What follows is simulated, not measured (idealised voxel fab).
Process module name: voxel capacitor over wiring
Section shown: cut. Width: 140 nm. Cell size: 5 nm, square.
Cross-section = grid of square cells, listed top down in bands; band = one or more rows.
Basically the band line says how high the top is and how high the bottom is, in nm, and then what's in it from left to right, every material with its width in nm. Empty space shows up as "empty", and if a single material carries "everywhere" it runs the full band edge to edge.
Heights are reckoned from 0. Under this level, the received wafer is all of one material. The bottommost band is open-ended downward, for example "top 0, no bottom".
Per-row width for "30 to 40": begins at first number (top row of band), ends at second number (bottom row), increment between rows held constant.
A step reported as "changes: none" is a step in which no cell of the cross-section changed.
In the "Entrapped void list" entry, you get each enclosed empty space of 8 cells or more, one with no open way to the top, written width x height at distance, distance from the left edge, in nm.
On a step's line, text after the settings is the simulator commenting on that step.
overlay nm: where the mask lay relative to plan, measured to the right, on steps with a mask; negatives go left.

**Process steps - plan**
| 1 | RECEIVE | material Si |
| 2 | CONFORMAL_DEP | material SiO2 | thk nm 10 |
| 3 | CONFORMAL_DEP | material SiN | thk nm 5 |
| 4 | DIRECTIONAL_DEP | material lowk | thk nm 20 |
| 5 | MASKED_ETCH | tone open | mask id METAL_1 | width nm 20 | pitch nm 85 | etch materials lowk | depth nm 20 | overlay nm 0 |
| 6 | MASKED_ETCH | tone open | mask id METAL_1 | width nm 20 | pitch nm 85 | etch materials SiN | depth nm 5 | overlay nm 0 |
| 7 | CONFORMAL_DEP | material TiN | thk nm 5 |
| 8 | FILL_DEP | material Ru | thk nm 10 |
| 9 | CMP | height nm 35 |
| 10 | CONFORMAL_DEP | material SiCN | thk nm 5 |
| 11 | DIRECTIONAL_DEP | material SiO2 | thk nm 10 |
| 12 | MASKED_ETCH | tone open | mask id PLUG_1 | width nm 15 | etch materials SiO2 | depth nm 10 | overlay nm 0 |
| 13 | MASKED_ETCH | tone open | mask id PLUG_1 | width nm 15 | etch materials SiCN | depth nm 5 | overlay nm 0 |
| 14 | EPI | material Ru | thk nm 10 |
| 15 | EPI | material Ru | thk nm 5 |
| 16 | DIRECTIONAL_DEP | material TiN | thk nm 5 |
| 17 | DIRECTIONAL_DEP | material SiN | thk nm 5 |
| 18 | DIRECTIONAL_DEP | material TiN | thk nm 10 |
| 19 | DIRECTIONAL_DEP | material aC | thk nm 10 |
| 20 | PATTERN | tone cover | mask id UPPER_PLATE | material resist | width nm 70 | thk nm 30 | overlay nm 0 |
| 21 | DIRECTIONAL_ETCH | etch materials aC | depth nm 10 |
| 22 | STRIP | etch materials resist |
| 23 | DIRECTIONAL_ETCH | etch materials TiN | depth nm 10 |
| 24 | DIRECTIONAL_ETCH | etch materials SiN | depth nm 5 |
| 25 | STRIP | etch materials aC |
| 26 | DIRECTIONAL_DEP | material aC | thk nm 15 |
| 27 | PATTERN | tone cover | mask id LOWER_PLATE | material resist | width nm 80 | thk nm 35 | overlay nm 0 |
| 28 | DIRECTIONAL_ETCH | etch materials aC | depth nm 15 |
| 29 | STRIP | etch materials resist |
| 30 | DIRECTIONAL_ETCH | etch materials TiN | depth nm 5 |
| 31 | STRIP | etch materials aC |
| 32 | FILL_DEP | material SiO2 | thk nm 15 |
| 33 | CMP | height nm 80 |
| 34 | PATTERN | tone open | mask id PLUG_2 | material resist | width nm 15 | thk nm 15 | overlay nm 0 |
| 35 | DIRECTIONAL_ETCH | etch materials SiO2 | depth nm 10 |
| 36 | STRIP | etch materials resist |
| 37 | CONFORMAL_DEP | material TiN | thk nm 5 |
| 38 | FILL_DEP | material Cu | thk nm 10 |
| 39 | CMP | height nm 80 |
| 40 | CONFORMAL_DEP | material SiN | thk nm 5 |

**First of two wafers - as planned**

**Cross-section, incoming material, after step 1**
> top 0, no bottom | Si everywhere
> Entrapped void list: none

**Sectional view: wafer, after step 2**
> top 10, bottom 0 | SiO2 everywhere
> Below 0, the layers are the same as they were.

**Sectional view: wafer, after step 3**
> top 15, bottom 10 | SiN everywhere
> Below 10, the layers are the same as they were.

**Sectional view: wafer, after step 4**
> top 35, bottom 15 | lowk everywhere
> Below 15, the layers are the same as they were.

**Sectional view: wafer, after step 5**
> top 35, bottom 15 | lowk 15 nm | empty 20 nm | lowk 65 nm | empty 20 nm | lowk 20 nm
> Below 15, the layers are the same as they were.

**Sectional view: wafer, after step 6**
> top 35, bottom 15 | lowk 15 nm | empty 20 nm | lowk 65 nm | empty 20 nm | lowk 20 nm
> top 15, bottom 10 | SiN 15 nm | empty 20 nm | SiN 65 nm | empty 20 nm | SiN 20 nm
> Below 10, the layers are the same as they were.

**Sectional view: wafer, after step 7**
> top 40, bottom 35 | TiN 20 nm | empty 10 nm | TiN 75 nm | empty 10 nm | TiN 25 nm
> top 35, bottom 15 | lowk 15 nm | TiN 5 nm | empty 10 nm | TiN 5 nm | lowk 65 nm | TiN 5 nm | empty 10 nm | TiN 5 nm | lowk 20 nm
> top 15, bottom 10 | SiN 15 nm | TiN 20 nm | SiN 65 nm | TiN 20 nm | SiN 20 nm
> Below 10, the layers are the same as they were.

**Sectional view: wafer, after step 8**
> top 50, bottom 40 | Ru everywhere
> top 40, bottom 35 | TiN 20 nm | Ru 10 nm | TiN 75 nm | Ru 10 nm | TiN 25 nm
> top 35, bottom 15 | lowk 15 nm | TiN 5 nm | Ru 10 nm | TiN 5 nm | lowk 65 nm | TiN 5 nm | Ru 10 nm | TiN 5 nm | lowk 20 nm
> Below 15, the layers are the same as they were.

**Sectional view: wafer, after step 9**
> top 35, bottom 15 | lowk 15 nm | TiN 5 nm | Ru 10 nm | TiN 5 nm | lowk 65 nm | TiN 5 nm | Ru 10 nm | TiN 5 nm | lowk 20 nm
> Below 15, the layers are the same as they were.

**Sectional view: wafer, after step 10**
> top 40, bottom 35 | SiCN everywhere
> Below 35, the layers are the same as they were.

**Sectional view: wafer, after step 11**
> top 50, bottom 40 | SiO2 everywhere
> Below 40, the layers are the same as they were.

**Sectional view: wafer, after step 12**
> top 50, bottom 40 | SiO2 20 nm | empty 15 nm | SiO2 105 nm
> Below 40, the layers are the same as they were.

**Sectional view: wafer, after step 13**
> top 50, bottom 40 | SiO2 20 nm | empty 15 nm | SiO2 105 nm
> top 40, bottom 35 | SiCN 20 nm | empty 15 nm | SiCN 105 nm
> Below 35, the layers are the same as they were.

**Sectional view: wafer, after step 14**
> top 50, bottom 45 | SiO2 20 nm | empty 15 nm | SiO2 105 nm
> top 45, bottom 40 | SiO2 20 nm | Ru 15 nm | SiO2 105 nm
> top 40, bottom 35 | SiCN 20 nm | Ru 15 nm | SiCN 105 nm
> Below 35, the layers are the same as they were.

**Sectional view: wafer, after step 15**
> top 50, bottom 40 | SiO2 20 nm | Ru 15 nm | SiO2 105 nm
> Below 40, the layers are the same as they were.

**Sectional view: wafer, after step 16**
> top 55, bottom 50 | TiN everywhere
> Below 50, the layers are the same as they were.

**Sectional view: wafer, after step 17**
> top 60, bottom 55 | SiN everywhere
> Below 55, the layers are the same as they were.

**Sectional view: wafer, after step 18**
> top 70, bottom 60 | TiN everywhere
> Below 60, the layers are the same as they were.

**Sectional view: wafer, after step 19**
> top 80, bottom 70 | aC everywhere
> Below 70, the layers are the same as they were.

**Sectional view: wafer, after step 20**
> top 110, bottom 80 | empty 20 nm | resist 70 nm | empty 50 nm
> Below 80, the layers are the same as they were.

**Sectional view: wafer, after step 21**
> top 100, bottom 80 | empty 20 nm | resist 70 nm | empty 50 nm
> top 80, bottom 70 | empty 20 nm | aC 70 nm | empty 50 nm
> Below 70, the layers are the same as they were.

**Sectional view: wafer, after step 22**
> top 80, bottom 70 | empty 20 nm | aC 70 nm | empty 50 nm
> Below 70, the layers are the same as they were.

**Sectional view: wafer, after step 23**
> top 80, bottom 70 | empty 20 nm | aC 70 nm | empty 50 nm
> top 70, bottom 60 | empty 20 nm | TiN 70 nm | empty 50 nm
> Below 60, the layers are the same as they were.

**Sectional view: wafer, after step 24**
> top 80, bottom 70 | empty 20 nm | aC 70 nm | empty 50 nm
> top 70, bottom 60 | empty 20 nm | TiN 70 nm | empty 50 nm
> top 60, bottom 55 | empty 20 nm | SiN 70 nm | empty 50 nm
> Below 55, the layers are the same as they were.

**Sectional view: wafer, after step 25**
> top 70, bottom 60 | empty 20 nm | TiN 70 nm | empty 50 nm
> Below 60, the layers are the same as they were.

**Sectional view: wafer, after step 26**
> top 85, bottom 70 | empty 20 nm | aC 70 nm | empty 50 nm
> top 70, bottom 60 | aC 20 nm | TiN 70 nm | aC 50 nm
> top 60, bottom 55 | aC 20 nm | SiN 70 nm | aC 50 nm
> Below 55, the layers are the same as they were.

**Sectional view: wafer, after step 27**
> top 120, bottom 85 | empty 15 nm | resist 80 nm | empty 45 nm
> top 85, bottom 70 | empty 15 nm | resist 5 nm | aC 70 nm | resist 5 nm | empty 45 nm
> Below 70, the layers are the same as they were.

**Sectional view: wafer, after step 28**
> top 105, bottom 85 | empty 15 nm | resist 80 nm | empty 45 nm
> top 85, bottom 70 | empty 15 nm | resist 5 nm | aC 70 nm | resist 5 nm | empty 45 nm
> top 70, bottom 60 | empty 15 nm | aC 5 nm | TiN 70 nm | aC 5 nm | empty 45 nm
> top 60, bottom 55 | empty 15 nm | aC 5 nm | SiN 70 nm | aC 5 nm | empty 45 nm
> Below 55, the layers are the same as they were.

**Sectional view: wafer, after step 29**
> top 85, bottom 70 | empty 20 nm | aC 70 nm | empty 50 nm
> Below 70, the layers are the same as they were.

**Sectional view: wafer, after step 30**
> top 85, bottom 70 | empty 20 nm | aC 70 nm | empty 50 nm
> top 70, bottom 60 | empty 15 nm | aC 5 nm | TiN 70 nm | aC 5 nm | empty 45 nm
> top 60, bottom 55 | empty 15 nm | aC 5 nm | SiN 70 nm | aC 5 nm | empty 45 nm
> top 55, bottom 50 | empty 15 nm | TiN 80 nm | empty 45 nm
> Below 50, the layers are the same as they were.

**Sectional view: wafer, after step 31**
> top 70, bottom 60 | empty 20 nm | TiN 70 nm | empty 50 nm
> top 60, bottom 55 | empty 20 nm | SiN 70 nm | empty 50 nm
> Below 55, the layers are the same as they were.

**Sectional view: wafer, after step 32**
> top 85, bottom 70 | SiO2 everywhere
> top 70, bottom 60 | SiO2 20 nm | TiN 70 nm | SiO2 50 nm
> top 60, bottom 55 | SiO2 20 nm | SiN 70 nm | SiO2 50 nm
> top 55, bottom 50 | SiO2 15 nm | TiN 80 nm | SiO2 45 nm
> Below 50, the layers are the same as they were.

**Sectional view: wafer, after step 33**
> top 80, bottom 70 | SiO2 everywhere
> Below 70, the layers are the same as they were.

**Sectional view: wafer, after step 34**
> top 95, bottom 80 | resist 30 nm | empty 15 nm | resist 95 nm
> Below 80, the layers are the same as they were.

**Sectional view: wafer, after step 35**
> top 95, bottom 80 | resist 30 nm | empty 15 nm | resist 95 nm
> top 80, bottom 70 | SiO2 30 nm | empty 15 nm | SiO2 95 nm
> Below 70, the layers are the same as they were.

**Sectional view: wafer, after step 36**
> top 80, bottom 70 | SiO2 30 nm | empty 15 nm | SiO2 95 nm
> Below 70, the layers are the same as they were.

**Sectional view: wafer, after step 37**
> top 85, bottom 80 | TiN 35 nm | empty 5 nm | TiN 100 nm
> top 80, bottom 75 | SiO2 30 nm | TiN 5 nm | empty 5 nm | TiN 5 nm | SiO2 95 nm
> top 75, bottom 70 | SiO2 30 nm | TiN 15 nm | SiO2 95 nm
> Below 70, the layers are the same as they were.

**Sectional view: wafer, after step 38**
> top 95, bottom 85 | Cu everywhere
> top 85, bottom 80 | TiN 35 nm | Cu 5 nm | TiN 100 nm
> top 80, bottom 75 | SiO2 30 nm | TiN 5 nm | Cu 5 nm | TiN 5 nm | SiO2 95 nm
> Below 75, the layers are the same as they were.

**Sectional view: wafer, after step 39**
> top 80, bottom 75 | SiO2 30 nm | TiN 5 nm | Cu 5 nm | TiN 5 nm | SiO2 95 nm
> Below 75, the layers are the same as they were.

**Sectional view: wafer, after step 40**
> top 85, bottom 80 | SiN everywhere
> Below 80, the layers are the same as they were.

**It is to be noted that the second wafer proceeded from the same initial state and according to the same plan as the first, although one mistake was committed in its execution; through step 16, inclusive, the two wafers share an identical history**

Second wafer shown in cross-section at the time step 17 was slated to end: changes: none

**Second wafer shown in cross-section at the time step 18 was slated to end**
> top 65, bottom 50 | TiN everywhere
> Below 50, the layers are the same as they were.

**Second wafer shown in cross-section at the time step 19 was slated to end**
> top 75, bottom 65 | aC everywhere
> Below 65, the layers are the same as they were.

**Second wafer shown in cross-section at the time step 20 was slated to end**
> top 105, bottom 75 | empty 20 nm | resist 70 nm | empty 50 nm
> Below 75, the layers are the same as they were.

**Second wafer shown in cross-section at the time step 21 was slated to end**
> top 95, bottom 75 | empty 20 nm | resist 70 nm | empty 50 nm
> top 75, bottom 65 | empty 20 nm | aC 70 nm | empty 50 nm
> Below 65, the layers are the same as they were.

**Second wafer shown in cross-section at the time step 22 was slated to end**
> top 75, bottom 65 | empty 20 nm | aC 70 nm | empty 50 nm
> Below 65, the layers are the same as they were.

**Second wafer shown in cross-section at the time step 23 was slated to end**
> top 75, bottom 65 | empty 20 nm | aC 70 nm | empty 50 nm
> top 65, bottom 55 | empty 20 nm | TiN 70 nm | empty 50 nm
> Below 55, the layers are the same as they were.

Second wafer shown in cross-section at the time step 24 was slated to end: changes: none

**Second wafer shown in cross-section at the time step 25 was slated to end**
> top 65, bottom 55 | empty 20 nm | TiN 70 nm | empty 50 nm
> Below 55, the layers are the same as they were.

**Second wafer shown in cross-section at the time step 26 was slated to end**
> top 80, bottom 70 | empty 20 nm | aC 70 nm | empty 50 nm
> top 70, bottom 65 | aC everywhere
> top 65, bottom 55 | aC 20 nm | TiN 70 nm | aC 50 nm
> Below 55, the layers are the same as they were.

**Second wafer shown in cross-section at the time step 27 was slated to end**
> top 115, bottom 80 | empty 15 nm | resist 80 nm | empty 45 nm
> top 80, bottom 70 | empty 15 nm | resist 5 nm | aC 70 nm | resist 5 nm | empty 45 nm
> Below 70, the layers are the same as they were.

**Second wafer shown in cross-section at the time step 28 was slated to end**
> top 100, bottom 80 | empty 15 nm | resist 80 nm | empty 45 nm
> top 80, bottom 70 | empty 15 nm | resist 5 nm | aC 70 nm | resist 5 nm | empty 45 nm
> top 70, bottom 65 | empty 15 nm | aC 80 nm | empty 45 nm
> top 65, bottom 55 | empty 15 nm | aC 5 nm | TiN 70 nm | aC 5 nm | empty 45 nm
> Below 55, the layers are the same as they were.

**Second wafer shown in cross-section at the time step 29 was slated to end**
> top 80, bottom 70 | empty 20 nm | aC 70 nm | empty 50 nm
> Below 70, the layers are the same as they were.

**Second wafer shown in cross-section at the time step 30 was slated to end**
> top 80, bottom 70 | empty 20 nm | aC 70 nm | empty 50 nm
> top 70, bottom 65 | empty 15 nm | aC 80 nm | empty 45 nm
> top 65, bottom 55 | empty 15 nm | aC 5 nm | TiN 70 nm | aC 5 nm | empty 45 nm
> top 55, bottom 50 | empty 15 nm | TiN 80 nm | empty 45 nm
> Below 50, the layers are the same as they were.

**Second wafer shown in cross-section at the time step 31 was slated to end**
> top 65, bottom 55 | empty 20 nm | TiN 70 nm | empty 50 nm
> Below 55, the layers are the same as they were.

**Second wafer shown in cross-section at the time step 32 was slated to end**
> top 80, bottom 65 | SiO2 everywhere
> top 65, bottom 55 | SiO2 20 nm | TiN 70 nm | SiO2 50 nm
> top 55, bottom 50 | SiO2 15 nm | TiN 80 nm | SiO2 45 nm
> Below 50, the layers are the same as they were.

Second wafer shown in cross-section at the time step 33 was slated to end: changes: none

**Second wafer shown in cross-section at the time step 34 was slated to end**
> top 95, bottom 80 | resist 30 nm | empty 15 nm | resist 95 nm
> Below 80, the layers are the same as they were.

**Second wafer shown in cross-section at the time step 35 was slated to end**
> top 95, bottom 80 | resist 30 nm | empty 15 nm | resist 95 nm
> top 80, bottom 70 | SiO2 30 nm | empty 15 nm | SiO2 95 nm
> Below 70, the layers are the same as they were.

**Second wafer shown in cross-section at the time step 36 was slated to end**
> top 80, bottom 70 | SiO2 30 nm | empty 15 nm | SiO2 95 nm
> Below 70, the layers are the same as they were.

**Second wafer shown in cross-section at the time step 37 was slated to end**
> top 85, bottom 80 | TiN 35 nm | empty 5 nm | TiN 100 nm
> top 80, bottom 75 | SiO2 30 nm | TiN 5 nm | empty 5 nm | TiN 5 nm | SiO2 95 nm
> top 75, bottom 70 | SiO2 30 nm | TiN 15 nm | SiO2 95 nm
> Below 70, the layers are the same as they were.

**Second wafer shown in cross-section at the time step 38 was slated to end**
> top 95, bottom 85 | Cu everywhere
> top 85, bottom 80 | TiN 35 nm | Cu 5 nm | TiN 100 nm
> top 80, bottom 75 | SiO2 30 nm | TiN 5 nm | Cu 5 nm | TiN 5 nm | SiO2 95 nm
> Below 75, the layers are the same as they were.

**Second wafer shown in cross-section at the time step 39 was slated to end**
> top 80, bottom 75 | SiO2 30 nm | TiN 5 nm | Cu 5 nm | TiN 5 nm | SiO2 95 nm
> Below 75, the layers are the same as they were.

**Second wafer shown in cross-section at the time step 40 was slated to end**
> top 85, bottom 80 | SiN everywhere
> Below 80, the layers are the same as they were.
Finding, execution versus plan: with respect to the plan, step 17 was omitted and not executed
In the final state, the cell counts of the second wafer exceed or fall short of those of the first for the following materials: SiN -14 | SiO2 +14
